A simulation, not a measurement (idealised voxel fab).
process module | voxel ribs on slabs
cross-section cut | 275 nm wide | cells 5 nm
A cross-section is a grid of square cells, given in bands from the top down. A band is one or more rows of cells.
Each band's line starts with the height of the band's top and of its bottom, in nm. Then come its materials from left to right, each with its width in nm. One material with "throughout" fills the band from edge to edge. "air" is empty space.
Height 0 is the level under which the wafer as received is all one material. The lowest band goes on downwards, as in "0 down".
A width such as "30 to 40" changes by the same amount from each row of cells to the next, from the band's top row to its bottom row.
"no change" after a step means that no cell of the cross-section changed.
closed voids: empty space of 8 cells or more with no open way to the top, each as width x height at its distance from the left edge, in nm
after a step's settings: what the simulator itself notes on the step
overlay nm, on a step with a mask: how far to the right of its planned place the mask lay; to the left if negative
plan
1 op RECEIVE | material Si
2 op DIRECTIONAL_DEP | material SiO2 | thk nm 25
3 op DIRECTIONAL_DEP | material SiN | thk nm 25
4 op PATTERN | tone cover | mask id RIB | material resist | width nm 25 | thk nm 15 | overlay nm 0
5 op DIRECTIONAL_ETCH | etch materials SiN | depth nm 20
6 op STRIP | etch materials resist
7 op MASKED_ETCH | tone cover | mask id SLAB | width nm 85 | etch materials SiN | depth nm 5 | overlay nm 0
8 op FILL_DEP | material SiO2 | thk nm 25
9 op CMP | height nm 70
10 op DIRECTIONAL_DEP | material W | thk nm 5
11 op MASKED_ETCH | tone cover | mask id HEATER | width nm 35 | etch materials W | depth nm 5 | overlay nm 0
12 op CONFORMAL_DEP | material SiO2 | thk nm 10
first wafer, as planned
as received, after step 1
  0 down: Si throughout
  closed voids: none
after step 2
  25 to 0: SiO2 throughout
  below 0: unchanged
after step 3
  50 to 25: SiN throughout
  below 25: unchanged
after step 4
  65 to 50: air 125 | resist 25 | air 125
  below 50: unchanged
after step 5
  65 to 50: air 125 | resist 25 | air 125
  50 to 30: air 125 | SiN 25 | air 125
  below 30: unchanged
after step 6
  50 to 30: air 125 | SiN 25 | air 125
  below 30: unchanged
after step 7
  50 to 30: air 125 | SiN 25 | air 125
  30 to 25: air 95 | SiN 85 | air 95
  below 25: unchanged
after step 8
  75 to 50: SiO2 throughout
  50 to 30: SiO2 125 | SiN 25 | SiO2 125
  30 to 25: SiO2 95 | SiN 85 | SiO2 95
  below 25: unchanged
after step 9
  70 to 50: SiO2 throughout
  below 50: unchanged
after step 10
  75 to 70: W throughout
  below 70: unchanged
after step 11
  75 to 70: air 120 | W 35 | air 120
  below 70: unchanged
after step 12
  85 to 80: air 110 | SiO2 55 | air 110
  80 to 75: SiO2 throughout
  75 to 70: SiO2 120 | W 35 | SiO2 120
  below 70: unchanged
second wafer: like start, like plan, one mistake. Through step 1 it matches the first wafer
when step 2 should have ended
  50 to 0: SiO2 throughout
  below 0: unchanged
when step 3 should have ended
  75 to 50: SiN throughout
  below 50: unchanged
when step 4 should have ended
  90 to 75: air 125 | resist 25 | air 125
  below 75: unchanged
when step 5 should have ended
  90 to 75: air 125 | resist 25 | air 125
  75 to 55: air 125 | SiN 25 | air 125
  below 55: unchanged
when step 6 should have ended
  75 to 55: air 125 | SiN 25 | air 125
  below 55: unchanged
when step 7 should have ended
  75 to 55: air 125 | SiN 25 | air 125
  55 to 50: air 95 | SiN 85 | air 95
  below 50: unchanged
when step 8 should have ended
  100 to 75: SiO2 throughout
  75 to 55: SiO2 125 | SiN 25 | SiO2 125
  55 to 50: SiO2 95 | SiN 85 | SiO2 95
  below 50: unchanged
when step 9 should have ended
  70 to 55: SiO2 125 | SiN 25 | SiO2 125
  below 55: unchanged
when step 10 should have ended
  75 to 70: W throughout
  below 70: unchanged
when step 11 should have ended
  75 to 70: air 120 | W 35 | air 120
  below 70: unchanged
when step 12 should have ended
  85 to 80: air 110 | SiO2 55 | air 110
  80 to 75: SiO2 throughout
  75 to 70: SiO2 120 | W 35 | SiO2 120
  below 70: unchanged
what went wrong: step 2 was run twice
at the end the second wafer has, in cells: 5 fewer of SiN | 5 more of SiO2
